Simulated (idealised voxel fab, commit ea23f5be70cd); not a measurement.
Process module in this document: voxel wiring stack
Cross-section cut spans 230 nm and uses square cells 5 nm in size.
Just so we're on the same page, the cross-sections are grids of square cells, and they're listed out in bands top to bottom, each band one or more rows deep.
First you get the band's top height and its bottom height, in nm, and then the materials it's made of, left to right, with each width in nm. If you see a single material with "edge to edge", that one covers the band edge to edge. "air" is empty space.
The reference from which all heights are counted is 0, the level beneath which the as-received wafer is entirely one material; the lowest band, having no lower bound, proceeds downward and is written after the example "z 0 and below".
Top row gets the first number, bottom row gets the second, and each row in between changes by the same step: that is how a band width like "30..40" works.
"no modifications" means the step left every cell of the cross-section as it was.
Listed in "Closed internal voids": every empty space of 8 or more cells without an open way to the top. Form: width x height at distance, the distance being from the left edge, all in nm.
What comes after the settings on a step's line is commentary from the simulator itself on that step.
When a step includes a mask, the "overlay nm" setting on its line states how far to the right of its planned place that mask lay, and negative values state how far to the left.
Pairs ahead. Before: cross-section ahead of one process step. After: cross-section once the step is done, shown to the lowest changed band only. Under each pair: that step, with settings. Caution: pairs may come from different runs of this module on the same starting wafer; a pair follows the pair above only where its "Pre-step section" entry says so.

Pre-step section
- z 75 to 55 | 35 of air, then 20 of resist, then 25 of air, then 20 of resist, then 25 of air, then 20 of resist, then 25 of air, then 20 of resist, then 40 of air
- z 55 to 40 | 35 of air, then 20 of aC, then 25 of air, then 20 of aC, then 25 of air, then 20 of aC, then 25 of air, then 20 of aC, then 40 of air
- z 40 to 15 | SiO2 edge to edge
- z 15 to 10 | TiN edge to edge
- z 10 to 0 | SiO2 edge to edge
- z 0 and below | Si edge to edge
- Closed internal voids: none

Result of Step
- z 55 to 40 | 35 of air, then 20 of aC, then 25 of air, then 20 of aC, then 25 of air, then 20 of aC, then 25 of air, then 20 of aC, then 40 of air
- Rest of section, below 40: as before.
- Closed internal voids: none
Which operation links the two cross-sections above? op STRIP | etch materials resist

Pre-step section: Please consult the pair immediately above; the cross-section it shows after its step is the state before this step.

Result of Step
- z 40 to 15 | SiO2 edge to edge
- Rest of section, below 15: as before.
- Closed internal voids: none
Which operation links the two cross-sections above? op STRIP | etch materials aC

Pre-step section: Please consult the pair immediately above; the cross-section it shows after its step is the state before this step.

Result of Step
- z 45 to 40 | SiCN edge to edge
- Rest of section, below 40: as before.
- Closed internal voids: none
Which operation links the two cross-sections above? op CONFORMAL_DEP | material SiCN | thk nm 5

Pre-step section: Please consult the pair immediately above; the cross-section it shows after its step is the state before this step.

Result of Step
- z 50 to 45 | lowk edge to edge
- Rest of section, below 45: as before.
- Closed internal voids: none
Which operation links the two cross-sections above? op FILL_DEP | material lowk | thk nm 5

Pre-step section: Please consult the pair immediately above; the cross-section it shows after its step is the state before this step.

Result of Step
- z 40 to 15 | SiO2 edge to edge
- Rest of section, below 15: as before.
- Closed internal voids: none
Which operation links the two cross-sections above? op CMP | height nm 40

Pre-step section
- z 45 to 40 | SiCN edge to edge
- z 40 to 15 | SiO2 edge to edge
- z 15 to 10 | TiN edge to edge
- z 10 to 0 | SiO2 edge to edge
- z 0 and below | Si edge to edge
- Closed internal voids: none

Result of Step
- z 70 to 45 | SiO2 edge to edge
- Rest of section, below 45: as before.
- Closed internal voids: none
Which operation links the two cross-sections above? op DIRECTIONAL_DEP | material SiO2 | thk nm 25

Pre-step section: Please consult the pair immediately above; the cross-section it shows after its step is the state before this step.

Result of Step
- z 70 to 55 | 35 of SiO2, then 20 of air, then 25 of SiO2, then 20 of air, then 25 of SiO2, then 20 of air, then 25 of SiO2, then 20 of air, then 40 of SiO2
- Rest of section, below 55: as before.
- Closed internal voids: none
Which operation links the two cross-sections above? op MASKED_ETCH | tone open | mask id METAL_2 | width nm 20 | pitch nm 45 | etch materials SiO2 | depth nm 15 | overlay nm 0

Pre-step section: Please consult the pair immediately above; the cross-section it shows after its step is the state before this step.

Result of Step
- z 85 to 70 | 35 of resist, then 15 of air, then 75 of resist, then 15 of air, then 90 of resist
- z 70 to 55 | 35 of SiO2, then 15 of air, then 5 of resist, then 25 of SiO2, then 20 of resist, then 25 of SiO2, then 15 of air, then 5 of resist, then 25 of SiO2, then 20 of resist, then 40 of SiO2
- Rest of section, below 55: as before.
- Closed internal voids: none
Which operation links the two cross-sections above? op PATTERN | tone open | mask id METAL_2_HOLES | material resist | width nm 15 | pitch nm 90 | thk nm 15 | overlay nm 0

Pre-step section: Please consult the pair immediately above; the cross-section it shows after its step is the state before this step.

Result of Step
- z 85 to 70 | 35 of resist, then 15 of air, then 75 of resist, then 15 of air, then 90 of resist
- z 70 to 55 | 35 of SiO2, then 15 of air, then 5 of resist, then 25 of SiO2, then 20 of resist, then 25 of SiO2, then 15 of air, then 5 of resist, then 25 of SiO2, then 20 of resist, then 40 of SiO2
- z 55 to 45 | 35 of SiO2, then 15 of air, then 75 of SiO2, then 15 of air, then 90 of SiO2
- Rest of section, below 45: as before.
- Closed internal voids: none
Which operation links the two cross-sections above? op DIRECTIONAL_ETCH | etch materials SiO2 | depth nm 10

Pre-step section: Please consult the pair immediately above; the cross-section it shows after its step is the state before this step.

Result of Step
- z 85 to 70 | 35 of resist, then 15 of air, then 75 of resist, then 15 of air, then 90 of resist
- z 70 to 55 | 35 of SiO2, then 15 of air, then 5 of resist, then 25 of SiO2, then 20 of resist, then 25 of SiO2, then 15 of air, then 5 of resist, then 25 of SiO2, then 20 of resist, then 40 of SiO2
- z 55 to 45 | 35 of SiO2, then 15 of air, then 75 of SiO2, then 15 of air, then 90 of SiO2
- z 45 to 40 | 35 of SiCN, then 15 of air, then 75 of SiCN, then 15 of air, then 90 of SiCN
- Rest of section, below 40: as before.
- Closed internal voids: none
Which operation links the two cross-sections above? op DIRECTIONAL_ETCH | etch materials SiCN | depth nm 5

Pre-step section: Please consult the pair immediately above; the cross-section it shows after its step is the state before this step.

Result of Step
- z 70 to 55 | 35 of SiO2, then 20 of air, then 25 of SiO2, then 20 of air, then 25 of SiO2, then 20 of air, then 25 of SiO2, then 20 of air, then 40 of SiO2
- Rest of section, below 55: as before.
- Closed internal voids: none
Which operation links the two cross-sections above? op STRIP | etch materials resist

Pre-step section: Please consult the pair immediately above; the cross-section it shows after its step is the state before this step.

Result of Step
- z 75 to 70 | 40 of TiN, then 10 of air, then 35 of TiN, then 10 of air, then 35 of TiN, then 10 of air, then 35 of TiN, then 10 of air, then 45 of TiN
- z 70 to 60 | 35 of SiO2, then 5 of TiN, then 10 of air, then 5 of TiN, then 25 of SiO2, then 5 of TiN, then 10 of air, then 5 of TiN, then 25 of SiO2, then 5 of TiN, then 10 of air, then 5 of TiN, then 25 of SiO2, then 5 of TiN, then 10 of air, then 5 of TiN, then 40 of SiO2
- z 60 to 55 | 35 of SiO2, then 5 of TiN, then 5 of air, then 10 of TiN, then 25 of SiO2, then 20 of TiN, then 25 of SiO2, then 5 of TiN, then 5 of air, then 10 of TiN, then 25 of SiO2, then 20 of TiN, then 40 of SiO2
- z 55 to 45 | 35 of SiO2, then 5 of TiN, then 5 of air, then 5 of TiN, then 75 of SiO2, then 5 of TiN, then 5 of air, then 5 of TiN, then 90 of SiO2
- z 45 to 40 | 35 of SiCN, then 15 of TiN, then 75 of SiCN, then 15 of TiN, then 90 of SiCN
- Rest of section, below 40: as before.
- Closed internal voids: none
Which operation links the two cross-sections above? op CONFORMAL_DEP | material TiN | thk nm 5

Pre-step section: Please consult the pair immediately above; the cross-section it shows after its step is the state before this step.

Result of Step
- z 80 to 75 | Cu edge to edge
- z 75 to 70 | 40 of TiN, then 10 of Cu, then 35 of TiN, then 10 of Cu, then 35 of TiN, then 10 of Cu, then 35 of TiN, then 10 of Cu, then 45 of TiN
- z 70 to 60 | 35 of SiO2, then 5 of TiN, then 10 of Cu, then 5 of TiN, then 25 of SiO2, then 5 of TiN, then 10 of Cu, then 5 of TiN, then 25 of SiO2, then 5 of TiN, then 10 of Cu, then 5 of TiN, then 25 of SiO2, then 5 of TiN, then 10 of Cu, then 5 of TiN, then 40 of SiO2
- z 60 to 55 | 35 of SiO2, then 5 of TiN, then 5 of Cu, then 10 of TiN, then 25 of SiO2, then 20 of TiN, then 25 of SiO2, then 5 of TiN, then 5 of Cu, then 10 of TiN, then 25 of SiO2, then 20 of TiN, then 40 of SiO2
- z 55 to 45 | 35 of SiO2, then 5 of TiN, then 5 of Cu, then 5 of TiN, then 75 of SiO2, then 5 of TiN, then 5 of Cu, then 5 of TiN, then 90 of SiO2
- Rest of section, below 45: as before.
- Closed internal voids: none
Which operation links the two cross-sections above? op FILL_DEP | material Cu | thk nm 5

Pre-step section: Please consult the pair immediately above; the cross-section it shows after its step is the state before this step.

Result of Step
- z 70 to 60 | 35 of SiO2, then 5 of TiN, then 10 of Cu, then 5 of TiN, then 25 of SiO2, then 5 of TiN, then 10 of Cu, then 5 of TiN, then 25 of SiO2, then 5 of TiN, then 10 of Cu, then 5 of TiN, then 25 of SiO2, then 5 of TiN, then 10 of Cu, then 5 of TiN, then 40 of SiO2
- Rest of section, below 60: as before.
- Closed internal voids: none
Which operation links the two cross-sections above? op CMP | height nm 70

Pre-step section: Please consult the pair immediately above; the cross-section it shows after its step is the state before this step.

Result of Step
- z 75 to 70 | SiCN edge to edge
- Rest of section, below 70: as before.
- Closed internal voids: none
Which operation links the two cross-sections above? op CONFORMAL_DEP | material SiCN | thk nm 5

Pre-step section
- z 70 to 45 | SiO2 edge to edge
- z 45 to 40 | SiCN edge to edge
- z 40 to 15 | 30 of lowk, then 5 of SiCN, then 20 of W, then 5 of SiCN, then 15 of lowk, then 5 of SiCN, then 20 of W, then 5 of SiCN, then 15 of lowk, then 5 of SiCN, then 20 of W, then 5 of SiCN, then 15 of lowk, then 5 of SiCN, then 20 of W, then 5 of SiCN, then 35 of lowk
- z 15 to 10 | 35 of SiCN, then 20 of TiN, then 25 of SiCN, then 20 of TiN, then 25 of SiCN, then 20 of TiN, then 25 of SiCN, then 20 of TiN, then 40 of SiCN
- z 10 to 0 | SiO2 edge to edge
- z 0 and below | Si edge to edge
- Closed internal voids: none

Result of Step
- z 70 to 55 | 35 of air, then 20 of SiO2, then 25 of air, then 20 of SiO2, then 25 of air, then 20 of SiO2, then 25 of air, then 20 of SiO2, then 40 of air
- Rest of section, below 55: as before.
- Closed internal voids: none
Which operation links the two cross-sections above? op MASKED_ETCH | tone cover | mask id METAL_2 | width nm 20 | pitch nm 45 | etch materials SiO2 | depth nm 15 | overlay nm 0

Pre-step section: Please consult the pair immediately above; the cross-section it shows after its step is the state before this step.

Result of Step
- z 85 to 70 | 35 of resist, then 15 of air, then 75 of resist, then 15 of air, then 90 of resist
- z 70 to 55 | 35 of resist, then 20 of SiO2, then 25 of resist, then 20 of SiO2, then 25 of resist, then 20 of SiO2, then 25 of resist, then 20 of SiO2, then 40 of resist
- Rest of section, below 55: as before.
- Closed internal voids: none
Which operation links the two cross-sections above? op PATTERN | tone open | mask id METAL_2_HOLES | material resist | width nm 15 | pitch nm 90 | thk nm 15 | overlay nm 0

Pre-step section: Please consult the pair immediately above; the cross-section it shows after its step is the state before this step.

Result of Step
- z 85 to 70 | 35 of resist, then 15 of air, then 75 of resist, then 15 of air, then 90 of resist
- z 70 to 60 | 35 of resist, then 15 of air, then 5 of SiO2, then 25 of resist, then 20 of SiO2, then 25 of resist, then 15 of air, then 5 of SiO2, then 25 of resist, then 20 of SiO2, then 40 of resist
- Rest of section, below 60: as before.
- Closed internal voids: none
Which operation links the two cross-sections above? op DIRECTIONAL_ETCH | etch materials SiO2 | depth nm 10

Pre-step section: Please consult the pair immediately above; the cross-section it shows after its step is the state before this step.

Result of Step
- z 70 to 60 | 50 of air, then 5 of SiO2, then 25 of air, then 20 of SiO2, then 40 of air, then 5 of SiO2, then 25 of air, then 20 of SiO2, then 40 of air
- z 60 to 55 | 35 of air, then 20 of SiO2, then 25 of air, then 20 of SiO2, then 25 of air, then 20 of SiO2, then 25 of air, then 20 of SiO2, then 40 of air
- Rest of section, below 55: as before.
- Closed internal voids: none
Which operation links the two cross-sections above? op STRIP | etch materials resist

Pre-step section: Please consult the pair immediately above; the cross-section it shows after its step is the state before this step.

Result of Step
- z 75 to 70 | 45 of air, then 15 of TiN, then 15 of air, then 30 of TiN, then 30 of air, then 15 of TiN, then 15 of air, then 30 of TiN, then 35 of air
- z 70 to 60 | 45..30 of air, then 5..20 of TiN, then 5 of SiO2, then 5 of TiN, then 15 of air, then 5 of TiN, then 20 of SiO2, then 5 of TiN, then 30..15 of air, then 5..20 of TiN, then 5 of SiO2, then 5 of TiN, then 15 of air, then 5 of TiN, then 20 of SiO2, then 5 of TiN, then 35 of air
- z 60 to 55 | 35 of TiN, then 20 of SiO2, then 25 of TiN, then 20 of SiO2, then 25 of TiN, then 20 of SiO2, then 25 of TiN, then 20 of SiO2, then 40 of TiN
- Rest of section, below 55: as before.
- Closed internal voids: none
Which operation links the two cross-sections above? op CONFORMAL_DEP | material TiN | thk nm 5

Pre-step section: Please consult the pair immediately above; the cross-section it shows after its step is the state before this step.

Result of Step
- z 80 to 75 | Cu edge to edge
- z 75 to 70 | 45 of Cu, then 15 of TiN, then 15 of Cu, then 30 of TiN, then 30 of Cu, then 15 of TiN, then 15 of Cu, then 30 of TiN, then 35 of Cu
- z 70 to 60 | 45..30 of Cu, then 5..20 of TiN, then 5 of SiO2, then 5 of TiN, then 15 of Cu, then 5 of TiN, then 20 of SiO2, then 5 of TiN, then 30..15 of Cu, then 5..20 of TiN, then 5 of SiO2, then 5 of TiN, then 15 of Cu, then 5 of TiN, then 20 of SiO2, then 5 of TiN, then 35 of Cu
- Rest of section, below 60: as before.
- Closed internal voids: none
Which operation links the two cross-sections above? op FILL_DEP | material Cu | thk nm 5

Pre-step section: Please consult the pair immediately above; the cross-section it shows after its step is the state before this step.

Result of Step
- z 70 to 60 | 45..30 of Cu, then 5..20 of TiN, then 5 of SiO2, then 5 of TiN, then 15 of Cu, then 5 of TiN, then 20 of SiO2, then 5 of TiN, then 30..15 of Cu, then 5..20 of TiN, then 5 of SiO2, then 5 of TiN, then 15 of Cu, then 5 of TiN, then 20 of SiO2, then 5 of TiN, then 35 of Cu
- Rest of section, below 60: as before.
- Closed internal voids: none
Which operation links the two cross-sections above? op CMP | height nm 70

Pre-step section: Please consult the pair immediately above; the cross-section it shows after its step is the state before this step.

Result of Step
- z 75 to 70 | SiCN edge to edge
- Rest of section, below 70: as before.
- Closed internal voids: none
Which operation links the two cross-sections above? op CONFORMAL_DEP | material SiCN | thk nm 5
